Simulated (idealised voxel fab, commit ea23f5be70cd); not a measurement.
voxel released beams: a process module
Square cell edge 5 nm, section width 220 nm, ID cut.
Format of a cross-section: grid, square cells. Given as bands. Order: top down. Band: one or more rows of cells. Quick guide to a band line: top height, bottom height (nm) up front; then every material left to right with its width in nm. Only one material and it's marked "everywhere"? Then it fills the band edge to edge. And "empty" just means empty space. Zero point of the height axis is 0; under it, received wafer = one material. Lowest band: continues down indefinitely, "0 down". A width given as "30..40" starts at the first number in the band's top row and ends at the second number in its bottom row, shifting by an equal amount at every step from row to row. Step marked "no modification"? Then no cell in the cross-section changed in it. Empty spaces without an open route to the top, at least 8 cells in extent, make up the entry "Trapped voids"; each is given as width x height at distance, where the distance is measured from the left edge, and all are in nm. The remark found on a step's line after its settings is issued by the simulator itself and pertains to that step. The setting "overlay nm" may be written on the line of a step. When the step uses a mask, the value reports how far to the right of the planned place the mask lay, and a negative value reports that it lay to the left.

PLAN
1 RECEIVE (material Si)
2 CONFORMAL_DEP (material Al2O3; thk nm 10)
3 DIRECTIONAL_DEP (material SiO2; thk nm 20)
4 DIRECTIONAL_DEP (material aC; thk nm 10)
5 PATTERN (tone open; mask id ANCHOR; material resist; width nm 45; thk nm 25; overlay nm 0)
6 DIRECTIONAL_ETCH (etch materials aC; depth nm 10)
7 STRIP (etch materials resist)
8 DIRECTIONAL_ETCH (etch materials SiO2; depth nm 20)
9 STRIP (etch materials aC)
10 CONFORMAL_DEP (material polySi; thk nm 15)
11 PATTERN (tone cover; mask id BEAM; material resist; width nm 130; thk nm 15; overlay nm 0)
12 DIRECTIONAL_ETCH (etch materials polySi; depth nm 15)
13 STRIP (etch materials resist)
14 STRIP (etch materials SiO2)

HERE'S WHAT THE WAFER LOOKED LIKE IN CROSS-SECTION WHEN IT ARRIVED - THAT'S AFTER STEP 1
0 down: Si everywhere
Trapped voids: none

FIGURE: CROSS-SECTIONAL VIEW OF THE WAFER UPON COMPLETION OF THE MODULE, PROCESSED FROM THE INITIAL STATE AND ACCORDING TO THE PLAN DEPICTED ABOVE, WITH ONE ERROR INTRODUCED DURING EXECUTION
35 to 20: 40 empty / 20 polySi / 15 empty / 95 polySi / 50 empty
20 to 15: 45 empty / 15 polySi / 15 empty / 15 polySi / 130 empty
15 to 0: 45 empty / 45 polySi / 130 empty
0 down: Si everywhere
Trapped voids: none
What was done differently from what was planned? step 2 of the plan never got run, it was skipped over
